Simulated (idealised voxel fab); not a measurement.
voxel fin reveal: a process module
220 nm wide, 5 nm square cells: that's cross-section cut.
Square cells in a grid make up a cross-section in this document, and the grid is given as bands, listed from the top down, each one or more rows of cells.
Basically the band line says how high the top is and how high the bottom is, in nm, and then what's in it from left to right, every material with its width in nm. Empty space shows up as "blank", and if a single material carries "edge to edge" it runs the full band edge to edge.
We count height from 0. Below that, the starting wafer is all one material. The lowest band never ends at the bottom but goes on down; see "0 nm and below" for how that is written.
Think of "30->40" as a width that walks from the first number to the second as you go down the band, top row to bottom row, taking equal-sized steps from row to row.
"nothing altered" means the step left every cell of the cross-section as it was.
Basically, "Unvented cavities" tells you about the enclosed voids: empty spaces with no open way to the top, 8 cells or bigger, each written width x height at distance, where distance is from the left edge, all in nm.
Text after the settings on a step's line: the simulator's own remark on that step.
overlay nm: how far to the right of its planned place the mask lay on this masked step (negative: to the left).
-- Steps planned for the process
| 1 | RECEIVE, material Si |
| 2 | CONFORMAL_DEP, material SiN, thk nm 10 |
| 3 | MASKED_ETCH, tone cover, mask id FINS, width nm 15, pitch nm 35, etch materials SiN, depth nm 10, overlay nm 0 |
| 4 | MASKED_ETCH, tone cover, mask id FINS, width nm 15, pitch nm 35, etch materials Si, depth nm 40, overlay nm 0 |
| 5 | OXIDIZE, depth nm 5 |
| 6 | FILL_DEP, material SiO2, thk nm 15 |
| 7 | CMP, height nm 10 |
| 8 | SELECTIVE_ETCH, etch materials SiO2, depth nm 30 |
| 9 | STRIP, etch materials SiN |
-- The first of two wafers, run as planned
-- This is the cross-section of the wafer as we received it, i.e. after step 1
    0 nm and below | Si edge to edge
    Unvented cavities: none
-- Wafer after step 2 (cross-section)
    10 nm to 0 nm | SiN edge to edge
    Rest of section, below 0: as before.
-- Wafer after step 3 (cross-section)
    10 nm to 0 nm | 65 blank | 15 SiN | 20 blank | 15 SiN | 20 blank | 15 SiN | 70 blank
    Rest of section, below 0: as before.
-- Wafer after step 4 (cross-section)
    10 nm to 0 nm | 65 blank | 15 SiN | 20 blank | 15 SiN | 20 blank | 15 SiN | 70 blank
    0 nm to -40 nm | 65 blank | 15 Si | 20 blank | 15 Si | 20 blank | 15 Si | 70 blank
    Rest of section, below -40: as before.
-- Wafer after step 5 (cross-section)
    10 nm to 0 nm | 65 blank | 15 SiN | 20 blank | 15 SiN | 20 blank | 15 SiN | 70 blank
    0 nm to -40 nm | 65 blank | 5 SiO2 | 5 Si | 5 SiO2 | 20 blank | 5 SiO2 | 5 Si | 5 SiO2 | 20 blank | 5 SiO2 | 5 Si | 5 SiO2 | 70 blank
    -40 nm to -45 nm | 70 SiO2 | 5 Si | 30 SiO2 | 5 Si | 30 SiO2 | 5 Si | 75 SiO2
    Rest of section, below -45: as before.
-- Wafer after step 6 (cross-section)
    25 nm to 10 nm | SiO2 edge to edge
    10 nm to 0 nm | 65 SiO2 | 15 SiN | 20 SiO2 | 15 SiN | 20 SiO2 | 15 SiN | 70 SiO2
    0 nm to -45 nm | 70 SiO2 | 5 Si | 30 SiO2 | 5 Si | 30 SiO2 | 5 Si | 75 SiO2
    Rest of section, below -45: as before.
-- Wafer after step 7 (cross-section)
    10 nm to 0 nm | 65 SiO2 | 15 SiN | 20 SiO2 | 15 SiN | 20 SiO2 | 15 SiN | 70 SiO2
    Rest of section, below 0: as before.
-- Wafer after step 8 (cross-section)
    10 nm to 0 nm | 65 blank | 15 SiN | 20 blank | 15 SiN | 20 blank | 15 SiN | 70 blank
    0 nm to -20 nm | 70 blank | 5 Si | 30 blank | 5 Si | 30 blank | 5 Si | 75 blank
    Rest of section, below -20: as before.
-- Wafer after step 9 (cross-section)
    0 nm to -20 nm | 70 blank | 5 Si | 30 blank | 5 Si | 30 blank | 5 Si | 75 blank
    Rest of section, below -20: as before.
-- Second wafer. Start and plan as for the first. One mistake made in running. Agrees with the first up to and including step 3
-- At the planned end of step 4, the second wafer in cross-section
    10 nm to 0 nm | 65 blank | 15 SiN | 20 blank | 15 SiN | 20 blank | 15 SiN | 70 blank
    0 nm to -40 nm | 65 blank | 25 Si | 10 blank | 25 Si | 10 blank | 25 Si | 60 blank
    Rest of section, below -40: as before.
-- At the planned end of step 5, the second wafer in cross-section
    10 nm to 0 nm | 65 blank | 15 SiN | 20 blank | 15 SiN | 20 blank | 15 SiN | 70 blank
    0 nm to -5 nm | 65 blank | 5 SiO2 | 5 Si | 15 SiO2 | 10 blank | 5 SiO2 | 5 Si | 15 SiO2 | 10 blank | 5 SiO2 | 5 Si | 15 SiO2 | 60 blank
    -5 nm to -40 nm | 65 blank | 5 SiO2 | 15 Si | 5 SiO2 | 10 blank | 5 SiO2 | 15 Si | 5 SiO2 | 10 blank | 5 SiO2 | 15 Si | 5 SiO2 | 60 blank
    -40 nm to -45 nm | 70 SiO2 | 15 Si | 20 SiO2 | 15 Si | 20 SiO2 | 15 Si | 65 SiO2
    Rest of section, below -45: as before.
-- At the planned end of step 6, the second wafer in cross-section
    25 nm to 10 nm | SiO2 edge to edge
    10 nm to 0 nm | 65 SiO2 | 15 SiN | 20 SiO2 | 15 SiN | 20 SiO2 | 15 SiN | 70 SiO2
    0 nm to -5 nm | 70 SiO2 | 5 Si | 30 SiO2 | 5 Si | 30 SiO2 | 5 Si | 75 SiO2
    -5 nm to -45 nm | 70 SiO2 | 15 Si | 20 SiO2 | 15 Si | 20 SiO2 | 15 Si | 65 SiO2
    Rest of section, below -45: as before.
-- At the planned end of step 7, the second wafer in cross-section
    10 nm to 0 nm | 65 SiO2 | 15 SiN | 20 SiO2 | 15 SiN | 20 SiO2 | 15 SiN | 70 SiO2
    Rest of section, below 0: as before.
-- At the planned end of step 8, the second wafer in cross-section
    10 nm to 0 nm | 65 blank | 15 SiN | 20 blank | 15 SiN | 20 blank | 15 SiN | 70 blank
    0 nm to -5 nm | 70 blank | 5 Si | 30 blank | 5 Si | 30 blank | 5 Si | 75 blank
    -5 nm to -20 nm | 70 blank | 15 Si | 20 blank | 15 Si | 20 blank | 15 Si | 65 blank
    Rest of section, below -20: as before.
-- At the planned end of step 9, the second wafer in cross-section
    0 nm to -5 nm | 70 blank | 5 Si | 30 blank | 5 Si | 30 blank | 5 Si | 75 blank
    Rest of section, below -5: as before.
It is concluded that the wafer was processed incorrectly with respect to the plan, in that for step 4, the planned setting was not used; the step was instead run as MASKED_ETCH, tone cover, mask id FINS, width nm 15, pitch nm 35, etch materials Si, depth nm 40, overlay nm 10
End of process, cell counts, second wafer against first, materials with more or fewer: 48 more of Si; 30 fewer of SiO2
